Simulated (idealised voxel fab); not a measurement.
Process module name: voxel local oxidation
This is section cut - it's 175 nm across, gridded in 5 nm square cells.
How to read a cross-section here: the picture is a grid of square cells, written as bands going from the top down, and any band can span one or more rows of cells. Top height, bottom height, nm. Materials left to right, width each, nm. Single material + "edge to edge" = fills band edge to edge. "blank" = empty. Heights are measured from 0, the level below which the as-received wafer is all one material; the lowest band has no bottom and continues downward, written as in "0..down". Width: "30->40" (first number = top row, second number = bottom row, same change from row to row of cells). Given "identical to before" for a step, no cell of the cross-section differs between before and after that step. "Sealed void listing": sealed empty spaces, 8 cells or more, no open way to top, listed width x height at distance, with distance from the left edge and width, height and distance in nm. On each step's line, the part that comes after the settings is the simulator's own comment on the step. Among the settings permitted on a step's line is "overlay nm"; applied to a step with a mask, it specifies the extent to which the mask lay to the right of its planned position, whereas a negative figure signifies a position to the left.
Below is the list of planned process steps
1) RECEIVE | material Si
2) OXIDIZE | depth nm 5
3) CONFORMAL_DEP | material SiN | thk nm 10
4) PATTERN | tone cover | mask id ACTIVE | material resist | width nm 120 | thk nm 15 | overlay nm 0
5) DIRECTIONAL_ETCH | etch materials SiN | depth nm 10
6) STRIP | etch materials resist
7) SELECTIVE_ETCH | etch materials SiO2 | depth nm 5
8) OXIDIZE | depth nm 10
9) STRIP | etch materials SiN
varied across the wafers: width nm of step 4. The plan shows the first wafer's value. All wafers start alike
So this is the first of several wafers, cross-sectioned as it came to us, meaning it's at the end of step 1
	0..down | Si edge to edge
	Sealed void listing: none
Cross-section of the first of several wafers once the module has run through its last step, step 9
	0..-5 | blank 30 nm / SiO2 110 nm / blank 35 nm
	-5..-15 | SiO2 40 nm / Si 90 nm / SiO2 45 nm
	-15..down | Si edge to edge
	Sealed void listing: none
Wafer cross-section (last wafer, module end)
	0..-5 | blank 20 nm / SiO2 135 nm / blank 20 nm
	-5..-15 | SiO2 30 nm / Si 115 nm / SiO2 30 nm
	-15..down | Si edge to edge
	Sealed void listing: none
Where each wafer stands at the end of the module, a row apiece: cells of each material gained (+) or lost (-) since it was received, then closed voids
width nm 120; -69 Si; +56 SiO2; Sealed void listing: none
width nm 125; -67 Si; +55 SiO2; Sealed void listing: none
width nm 130; -65 Si; +54 SiO2; Sealed void listing: none
width nm 135; -63 Si; +53 SiO2; Sealed void listing: none
width nm 140; -61 Si; +52 SiO2; Sealed void listing: none
width nm 145; -59 Si; +51 SiO2; Sealed void listing: none
